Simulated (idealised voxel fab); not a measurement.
process module | voxel capacitor over wiring
cross-section cut | 275 nm wide | cells 5 nm
A cross-section is a grid of square cells, given in bands from the top down. A band is one or more rows of cells.
Each band's line starts with the height of the band's top and of its bottom, in nm. Then come its materials from left to right, each with its width in nm. One material with "throughout" fills the band from edge to edge. "air" is empty space.
Height 0 is the level under which the wafer as received is all one material. The lowest band goes on downwards, as in "0 down".
A width such as "30 to 40" changes by the same amount from each row of cells to the next, from the band's top row to its bottom row.
"no change" after a step means that no cell of the cross-section changed.
closed voids: empty space of 8 cells or more with no open way to the top, each as width x height at its distance from the left edge, in nm
after a step's settings: what the simulator itself notes on the step
overlay nm, on a step with a mask: how far to the right of its planned place the mask lay; to the left if negative
plan
1 op RECEIVE | material Si
2 op CONFORMAL_DEP | material SiO2 | thk nm 15
3 op CONFORMAL_DEP | material SiCN | thk nm 5
4 op DIRECTIONAL_DEP | material lowk | thk nm 25
5 op PATTERN | tone open | mask id METAL_1 | material resist | width nm 20 | pitch nm 80 | thk nm 15 | overlay nm 0
6 op DIRECTIONAL_ETCH | etch materials lowk | depth nm 25
7 op DIRECTIONAL_ETCH | etch materials SiCN | depth nm 5
8 op STRIP | etch materials resist
9 op CONFORMAL_DEP | material TiN | thk nm 5
10 op FILL_DEP | material W | thk nm 10
11 op CMP | height nm 45
12 op EPI | material Ru | thk nm 5
13 op FILL_DEP | material SiCN | thk nm 5
14 op DIRECTIONAL_DEP | material SiO2 | thk nm 10
15 op PATTERN | tone open | mask id PLUG_1 | material resist | width nm 15 | thk nm 15 | overlay nm 0
16 op DIRECTIONAL_ETCH | etch materials SiO2 | depth nm 10
17 op DIRECTIONAL_ETCH | etch materials SiCN | depth nm 5
18 op STRIP | etch materials resist
19 op CONFORMAL_DEP | material TiN | thk nm 5
20 op FILL_DEP | material W | thk nm 5
21 op CMP | height nm 65
22 op DIRECTIONAL_DEP | material TiN | thk nm 5
23 op DIRECTIONAL_DEP | material SiN | thk nm 5
24 op DIRECTIONAL_DEP | material TiN | thk nm 10
25 op DIRECTIONAL_DEP | material aC | thk nm 15
26 op PATTERN | tone cover | mask id UPPER_PLATE | material resist | width nm 65 | thk nm 30 | overlay nm 0
27 op DIRECTIONAL_ETCH | etch materials aC | depth nm 15
28 op STRIP | etch materials resist
29 op DIRECTIONAL_ETCH | etch materials TiN | depth nm 10
30 op DIRECTIONAL_ETCH | etch materials SiN | depth nm 5
31 op STRIP | etch materials aC
32 op PATTERN | tone cover | mask id LOWER_PLATE | material resist | width nm 75 | thk nm 15 | overlay nm 0
33 op DIRECTIONAL_ETCH | etch materials TiN | depth nm 5
34 op STRIP | etch materials resist
35 op FILL_DEP | material SiO2 | thk nm 15
36 op CMP | height nm 95
37 op MASKED_ETCH | tone open | mask id PLUG_2 | width nm 15 | etch materials SiO2 | depth nm 10 | overlay nm -15
38 op CONFORMAL_DEP | material TiN | thk nm 5
39 op FILL_DEP | material Ru | thk nm 5
40 op CMP | height nm 95
41 op CONFORMAL_DEP | material SiN | thk nm 5
varied across the wafers: overlay nm of step 37. The plan shows the first wafer's value. All wafers start alike
first wafer as received, after step 1
  0 down: Si throughout
  closed voids: none
first wafer at the end, after step 41
  100 to 95: SiN throughout
  95 to 90: SiO2 85 | TiN 5 | Ru 5 | TiN 5 | SiO2 175
  90 to 85: SiO2 85 | TiN 15 | SiO2 175
  85 to 75: SiO2 90 | TiN 65 | SiO2 120
  75 to 70: SiO2 90 | SiN 65 | SiO2 120
  70 to 65: SiO2 85 | TiN 75 | SiO2 115
  65 to 55: SiO2 90 | TiN 5 | W 5 | TiN 5 | SiO2 170
  55 to 50: SiCN 90 | TiN 15 | SiCN 170
  50 to 45: SiCN 80 | Ru 30 | SiCN 50 | Ru 30 | SiCN 85
  45 to 20: lowk 85 | TiN 5 | W 10 | TiN 5 | lowk 60 | TiN 5 | W 10 | TiN 5 | lowk 90
  20 to 15: SiCN 85 | TiN 20 | SiCN 60 | TiN 20 | SiCN 90
  15 to 0: SiO2 throughout
  0 down: Si throughout
  closed voids: none
last wafer at the end
  100 to 95: SiN throughout
  95 to 90: SiO2 115 | TiN 5 | Ru 5 | TiN 5 | SiO2 145
  90 to 85: SiO2 115 | TiN 15 | SiO2 145
  85 to 75: SiO2 90 | TiN 65 | SiO2 120
  75 to 70: SiO2 90 | SiN 65 | SiO2 120
  70 to 65: SiO2 85 | TiN 75 | SiO2 115
  65 to 55: SiO2 90 | TiN 5 | W 5 | TiN 5 | SiO2 170
  55 to 50: SiCN 90 | TiN 15 | SiCN 170
  50 to 45: SiCN 80 | Ru 30 | SiCN 50 | Ru 30 | SiCN 85
  45 to 20: lowk 85 | TiN 5 | W 10 | TiN 5 | lowk 60 | TiN 5 | W 10 | TiN 5 | lowk 90
  20 to 15: SiCN 85 | TiN 20 | SiCN 60 | TiN 20 | SiCN 90
  15 to 0: SiO2 throughout
  0 down: Si throughout
  closed voids: none
each wafer at the end: cells of each material gained (+) or lost (-) since it was received, then its closed voids
overlay nm -15 | +13 Ru | +142 SiCN | +68 SiN | +539 SiO2 | +81 TiN | +22 W | +235 lowk | closed voids: none
overlay nm -10 | +13 Ru | +142 SiCN | +68 SiN | +539 SiO2 | +81 TiN | +22 W | +235 lowk | closed voids: none
overlay nm -5 | +13 Ru | +142 SiCN | +68 SiN | +539 SiO2 | +81 TiN | +22 W | +235 lowk | closed voids: none
overlay nm 0 | +13 Ru | +142 SiCN | +68 SiN | +539 SiO2 | +81 TiN | +22 W | +235 lowk | closed voids: none
overlay nm 5 | +13 Ru | +142 SiCN | +68 SiN | +539 SiO2 | +81 TiN | +22 W | +235 lowk | closed voids: none
overlay nm 10 | +13 Ru | +142 SiCN | +68 SiN | +539 SiO2 | +81 TiN | +22 W | +235 lowk | closed voids: none
overlay nm 15 | +13 Ru | +142 SiCN | +68 SiN | +539 SiO2 | +81 TiN | +22 W | +235 lowk | closed voids: none
